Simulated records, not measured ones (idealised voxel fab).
process module | voxel gate over fins
cross-section cut | 155 nm wide | cells 5 nm
A cross-section is a grid of square cells, given in bands from the top down. A band is one or more rows of cells.
Each band's line starts with the height of the band's top and of its bottom, in nm. Then come its materials from left to right, each with its width in nm. One material with "throughout" fills the band from edge to edge. "air" is empty space.
Height 0 is the level under which the wafer as received is all one material. The lowest band goes on downwards, as in "0 down".
A width such as "30 to 40" changes by the same amount from each row of cells to the next, from the band's top row to its bottom row.
"no change" after a step means that no cell of the cross-section changed.
closed voids: empty space of 8 cells or more with no open way to the top, each as width x height at its distance from the left edge, in nm
after a step's settings: what the simulator itself notes on the step
overlay nm, on a step with a mask: how far to the right of its planned place the mask lay; to the left if negative
plan
1 op RECEIVE | material Si
2 op CONFORMAL_DEP | material SiN | thk nm 10
3 op MASKED_ETCH | tone cover | mask id FINS | width nm 15 | pitch nm 55 | etch materials SiN | depth nm 10 | overlay nm 0
4 op MASKED_ETCH | tone cover | mask id FINS | width nm 15 | pitch nm 55 | etch materials Si | depth nm 30 | overlay nm 0
5 op FILL_DEP | material SiO2 | thk nm 10
6 op CMP | height nm 10
7 op DIRECTIONAL_DEP | material aC | thk nm 10
8 op PATTERN | tone open | mask id RAIL | material resist | width nm 15 | thk nm 25 | overlay nm 0
9 op DIRECTIONAL_ETCH | etch materials aC | depth nm 10
10 op STRIP | etch materials resist
11 op DIRECTIONAL_ETCH | etch materials SiO2 | depth nm 35
12 op STRIP | etch materials aC
13 op CONFORMAL_DEP | material TiN | thk nm 5
14 op FILL_DEP | material W | thk nm 5
15 op CMP | height nm 10
16 op SELECTIVE_ETCH | etch materials W Ru TiN | depth nm 30
17 op FILL_DEP | material SiO2 | thk nm 5
18 op CMP | height nm 10
19 op SELECTIVE_ETCH | etch materials SiO2 | depth nm 25
20 op STRIP | etch materials SiN
21 op CONFORMAL_DEP | material HfO2 | thk nm 5
22 op CONFORMAL_DEP | material TiN | thk nm 5
23 op FILL_DEP | material W | thk nm 15
24 op CMP | height nm 20
25 op CONFORMAL_DEP | material SiCN | thk nm 10
first wafer, as planned
as received, after step 1
  0 down: Si throughout
  closed voids: none
after step 2
  10 to 0: SiN throughout
  below 0: unchanged
after step 3
  10 to 0: air 40 | SiN 15 | air 40 | SiN 15 | air 45
  below 0: unchanged
after step 4
  10 to 0: air 40 | SiN 15 | air 40 | SiN 15 | air 45
  0 to -30: air 40 | Si 15 | air 40 | Si 15 | air 45
  below -30: unchanged
after step 5
  20 to 10: SiO2 throughout
  10 to 0: SiO2 40 | SiN 15 | SiO2 40 | SiN 15 | SiO2 45
  0 to -30: SiO2 40 | Si 15 | SiO2 40 | Si 15 | SiO2 45
  below -30: unchanged
after step 6
  10 to 0: SiO2 40 | SiN 15 | SiO2 40 | SiN 15 | SiO2 45
  below 0: unchanged
after step 7
  20 to 10: aC throughout
  below 10: unchanged
after step 8
  45 to 20: resist 65 | air 15 | resist 75
  below 20: unchanged
after step 9
  35 to 20: resist 65 | air 15 | resist 75
  20 to 10: aC 65 | air 15 | aC 75
  below 10: unchanged
after step 10
  20 to 10: aC 65 | air 15 | aC 75
  below 10: unchanged
after step 11
  20 to 10: aC 65 | air 15 | aC 75
  10 to 0: SiO2 40 | SiN 15 | SiO2 10 | air 15 | SiO2 15 | SiN 15 | SiO2 45
  0 to -25: SiO2 40 | Si 15 | SiO2 10 | air 15 | SiO2 15 | Si 15 | SiO2 45
  below -25: unchanged
after step 12
  10 to 0: SiO2 40 | SiN 15 | SiO2 10 | air 15 | SiO2 15 | SiN 15 | SiO2 45
  below 0: unchanged
after step 13
  15 to 10: TiN 70 | air 5 | TiN 80
  10 to 0: SiO2 40 | SiN 15 | SiO2 10 | TiN 5 | air 5 | TiN 5 | SiO2 15 | SiN 15 | SiO2 45
  0 to -20: SiO2 40 | Si 15 | SiO2 10 | TiN 5 | air 5 | TiN 5 | SiO2 15 | Si 15 | SiO2 45
  -20 to -25: SiO2 40 | Si 15 | SiO2 10 | TiN 15 | SiO2 15 | Si 15 | SiO2 45
  below -25: unchanged
after step 14
  20 to 15: W throughout
  15 to 10: TiN 70 | W 5 | TiN 80
  10 to 0: SiO2 40 | SiN 15 | SiO2 10 | TiN 5 | W 5 | TiN 5 | SiO2 15 | SiN 15 | SiO2 45
  0 to -20: SiO2 40 | Si 15 | SiO2 10 | TiN 5 | W 5 | TiN 5 | SiO2 15 | Si 15 | SiO2 45
  below -20: unchanged
after step 15
  10 to 0: SiO2 40 | SiN 15 | SiO2 10 | TiN 5 | W 5 | TiN 5 | SiO2 15 | SiN 15 | SiO2 45
  below 0: unchanged
after step 16
  10 to 0: SiO2 40 | SiN 15 | SiO2 10 | air 15 | SiO2 15 | SiN 15 | SiO2 45
  0 to -20: SiO2 40 | Si 15 | SiO2 10 | air 15 | SiO2 15 | Si 15 | SiO2 45
  below -20: unchanged
after step 17
  15 to 10: SiO2 throughout
  10 to 0: SiO2 40 | SiN 15 | SiO2 40 | SiN 15 | SiO2 45
  0 to -20: SiO2 40 | Si 15 | SiO2 40 | Si 15 | SiO2 45
  below -20: unchanged
after step 18
  10 to 0: SiO2 40 | SiN 15 | SiO2 40 | SiN 15 | SiO2 45
  below 0: unchanged
after step 19
  10 to 0: air 40 | SiN 15 | air 40 | SiN 15 | air 45
  0 to -15: air 40 | Si 15 | air 40 | Si 15 | air 45
  below -15: unchanged
after step 20
  0 to -15: air 40 | Si 15 | air 40 | Si 15 | air 45
  below -15: unchanged
after step 21
  5 to 0: air 35 | HfO2 25 | air 30 | HfO2 25 | air 40
  0 to -10: air 35 | HfO2 5 | Si 15 | HfO2 5 | air 30 | HfO2 5 | Si 15 | HfO2 5 | air 40
  -10 to -15: HfO2 40 | Si 15 | HfO2 40 | Si 15 | HfO2 45
  below -15: unchanged
after step 22
  10 to 5: air 30 | TiN 35 | air 20 | TiN 35 | air 35
  5 to 0: air 30 | TiN 5 | HfO2 25 | TiN 5 | air 20 | TiN 5 | HfO2 25 | TiN 5 | air 35
  0 to -5: air 30 | TiN 5 | HfO2 5 | Si 15 | HfO2 5 | TiN 5 | air 20 | TiN 5 | HfO2 5 | Si 15 | HfO2 5 | TiN 5 | air 35
  -5 to -10: TiN 35 | HfO2 5 | Si 15 | HfO2 5 | TiN 30 | HfO2 5 | Si 15 | HfO2 5 | TiN 40
  below -10: unchanged
after step 23
  25 to 10: W throughout
  10 to 5: W 30 | TiN 35 | W 20 | TiN 35 | W 35
  5 to 0: W 30 | TiN 5 | HfO2 25 | TiN 5 | W 20 | TiN 5 | HfO2 25 | TiN 5 | W 35
  0 to -5: W 30 | TiN 5 | HfO2 5 | Si 15 | HfO2 5 | TiN 5 | W 20 | TiN 5 | HfO2 5 | Si 15 | HfO2 5 | TiN 5 | W 35
  below -5: unchanged
after step 24
  20 to 10: W throughout
  below 10: unchanged
after step 25
  30 to 20: SiCN throughout
  below 20: unchanged
second wafer: like start, like plan, one mistake. Through step 7 it matches the first wafer
when step 8 should have ended
  45 to 20: resist 70 | air 15 | resist 70
  below 20: unchanged
when step 9 should have ended
  35 to 20: resist 70 | air 15 | resist 70
  20 to 10: aC 70 | air 15 | aC 70
  below 10: unchanged
when step 10 should have ended
  20 to 10: aC 70 | air 15 | aC 70
  below 10: unchanged
when step 11 should have ended
  20 to 10: aC 70 | air 15 | aC 70
  10 to 0: SiO2 40 | SiN 15 | SiO2 15 | air 15 | SiO2 10 | SiN 15 | SiO2 45
  0 to -25: SiO2 40 | Si 15 | SiO2 15 | air 15 | SiO2 10 | Si 15 | SiO2 45
  below -25: unchanged
when step 12 should have ended
  10 to 0: SiO2 40 | SiN 15 | SiO2 15 | air 15 | SiO2 10 | SiN 15 | SiO2 45
  below 0: unchanged
when step 13 should have ended
  15 to 10: TiN 75 | air 5 | TiN 75
  10 to 0: SiO2 40 | SiN 15 | SiO2 15 | TiN 5 | air 5 | TiN 5 | SiO2 10 | SiN 15 | SiO2 45
  0 to -20: SiO2 40 | Si 15 | SiO2 15 | TiN 5 | air 5 | TiN 5 | SiO2 10 | Si 15 | SiO2 45
  -20 to -25: SiO2 40 | Si 15 | SiO2 15 | TiN 15 | SiO2 10 | Si 15 | SiO2 45
  below -25: unchanged
when step 14 should have ended
  20 to 15: W throughout
  15 to 10: TiN 75 | W 5 | TiN 75
  10 to 0: SiO2 40 | SiN 15 | SiO2 15 | TiN 5 | W 5 | TiN 5 | SiO2 10 | SiN 15 | SiO2 45
  0 to -20: SiO2 40 | Si 15 | SiO2 15 | TiN 5 | W 5 | TiN 5 | SiO2 10 | Si 15 | SiO2 45
  below -20: unchanged
when step 15 should have ended
  10 to 0: SiO2 40 | SiN 15 | SiO2 15 | TiN 5 | W 5 | TiN 5 | SiO2 10 | SiN 15 | SiO2 45
  below 0: unchanged
when step 16 should have ended
  10 to 0: SiO2 40 | SiN 15 | SiO2 15 | air 15 | SiO2 10 | SiN 15 | SiO2 45
  0 to -20: SiO2 40 | Si 15 | SiO2 15 | air 15 | SiO2 10 | Si 15 | SiO2 45
  below -20: unchanged
when step 17 should have ended
  15 to 10: SiO2 throughout
  10 to 0: SiO2 40 | SiN 15 | SiO2 40 | SiN 15 | SiO2 45
  0 to -20: SiO2 40 | Si 15 | SiO2 40 | Si 15 | SiO2 45
  below -20: unchanged
when step 18 should have ended
  10 to 0: SiO2 40 | SiN 15 | SiO2 40 | SiN 15 | SiO2 45
  below 0: unchanged
when step 19 should have ended
  10 to 0: air 40 | SiN 15 | air 40 | SiN 15 | air 45
  0 to -15: air 40 | Si 15 | air 40 | Si 15 | air 45
  below -15: unchanged
when step 20 should have ended
  0 to -15: air 40 | Si 15 | air 40 | Si 15 | air 45
  below -15: unchanged
when step 21 should have ended
  5 to 0: air 35 | HfO2 25 | air 30 | HfO2 25 | air 40
  0 to -10: air 35 | HfO2 5 | Si 15 | HfO2 5 | air 30 | HfO2 5 | Si 15 | HfO2 5 | air 40
  -10 to -15: HfO2 40 | Si 15 | HfO2 40 | Si 15 | HfO2 45
  below -15: unchanged
when step 22 should have ended
  10 to 5: air 30 | TiN 35 | air 20 | TiN 35 | air 35
  5 to 0: air 30 | TiN 5 | HfO2 25 | TiN 5 | air 20 | TiN 5 | HfO2 25 | TiN 5 | air 35
  0 to -5: air 30 | TiN 5 | HfO2 5 | Si 15 | HfO2 5 | TiN 5 | air 20 | TiN 5 | HfO2 5 | Si 15 | HfO2 5 | TiN 5 | air 35
  -5 to -10: TiN 35 | HfO2 5 | Si 15 | HfO2 5 | TiN 30 | HfO2 5 | Si 15 | HfO2 5 | TiN 40
  below -10: unchanged
when step 23 should have ended
  25 to 10: W throughout
  10 to 5: W 30 | TiN 35 | W 20 | TiN 35 | W 35
  5 to 0: W 30 | TiN 5 | HfO2 25 | TiN 5 | W 20 | TiN 5 | HfO2 25 | TiN 5 | W 35
  0 to -5: W 30 | TiN 5 | HfO2 5 | Si 15 | HfO2 5 | TiN 5 | W 20 | TiN 5 | HfO2 5 | Si 15 | HfO2 5 | TiN 5 | W 35
  below -5: unchanged
when step 24 should have ended
  20 to 10: W throughout
  below 10: unchanged
when step 25 should have ended
  30 to 20: SiCN throughout
  below 20: unchanged
what went wrong: step 8 ran as: op PATTERN | tone open | mask id RAIL | material resist | width nm 15 | thk nm 25 | overlay nm 5
at the end the second wafer has, in cells: as many of each material as the first, in other places
